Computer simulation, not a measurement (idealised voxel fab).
The process module presented herein is designated voxel air gaps.
Displayed cross-section: cut, width of 210 nm, square cells sized 5 nm.
In this document a cross-section is written as a grid of square cells. It is given as a series of bands, listed from the top down, and a band is one or more rows of cells. For a band, the entry starts with two heights in nm, that of the top and then that of the bottom, and carries on with the band's materials in order from left to right, each alongside its width in nm; the word "edge to edge" beside a single material means it fills the band edge to edge, and "blank" means empty space. Basically, 0 is our baseline, since under it the wafer straight out of the box is all one material. The bottom band has no lower end and keeps on going down, so it looks like "0 and below". Per-row width for "30->40": begins at first number (top row of band), ends at second number (bottom row), increment between rows held constant. When a step is marked "changes: none", none of the cells in the cross-section changed during that step. In "Enclosed void entries" the enclosed voids are listed, meaning empty spaces of 8 cells or larger without any opening to the top. The form is width x height at distance, distance from the left edge, units nm. after a step's settings: what the simulator itself notes on the step. overlay nm: mask offset rightward from planned place, masked step; negative means leftward offset.

-- Steps planned for the process
1. RECEIVE (material Si)
2. CONFORMAL_DEP (material SiO2; thk nm 10)
3. CONFORMAL_DEP (material SiCN; thk nm 5)
4. DIRECTIONAL_DEP (material lowk; thk nm 35)
5. MASKED_ETCH (tone open; mask id LINES; width nm 20; pitch nm 50; etch materials lowk; depth nm 35; overlay nm 0)
6. CONFORMAL_DEP (material TiN; thk nm 5)
7. FILL_DEP (material W; thk nm 5)
8. CMP (height nm 50)
9. EPI (material Ru; thk nm 10)
10. SELECTIVE_ETCH (etch materials lowk; depth nm 45)
11. CONFORMAL_DEP (material SiCN; thk nm 5)

-- Shown in cross-section is the wafer as received, that is, as it stands after step 1
* 0 and below  Si edge to edge
* Enclosed void entries: none

-- Starting wafer: above. Plan: above. Run: one mistake. Cross-section after the module: below
* 65 down to 60  SiCN edge to edge
* 60 down to 50  Ru edge to edge
* 50 down to 20  W=15 | TiN=5 | lowk=20 | TiN=5 | W=20 | TiN=5 | lowk=20 | TiN=5 | W=20 | TiN=5 | lowk=20 | TiN=5 | W=20 | TiN=5 | lowk=20 | TiN=5 | W=15
* 20 down to 15  TiN=20 | lowk=20 | TiN=30 | lowk=20 | TiN=30 | lowk=20 | TiN=30 | lowk=20 | TiN=20
* 15 down to 10  SiCN edge to edge
* 10 down to 0  SiO2 edge to edge
* 0 and below  Si edge to edge
* Enclosed void entries: none
Run error: not per plan at step 5, really ran MASKED_ETCH (tone cover; mask id LINES; width nm 20; pitch nm 50; etch materials lowk; depth nm 35; overlay nm 0)
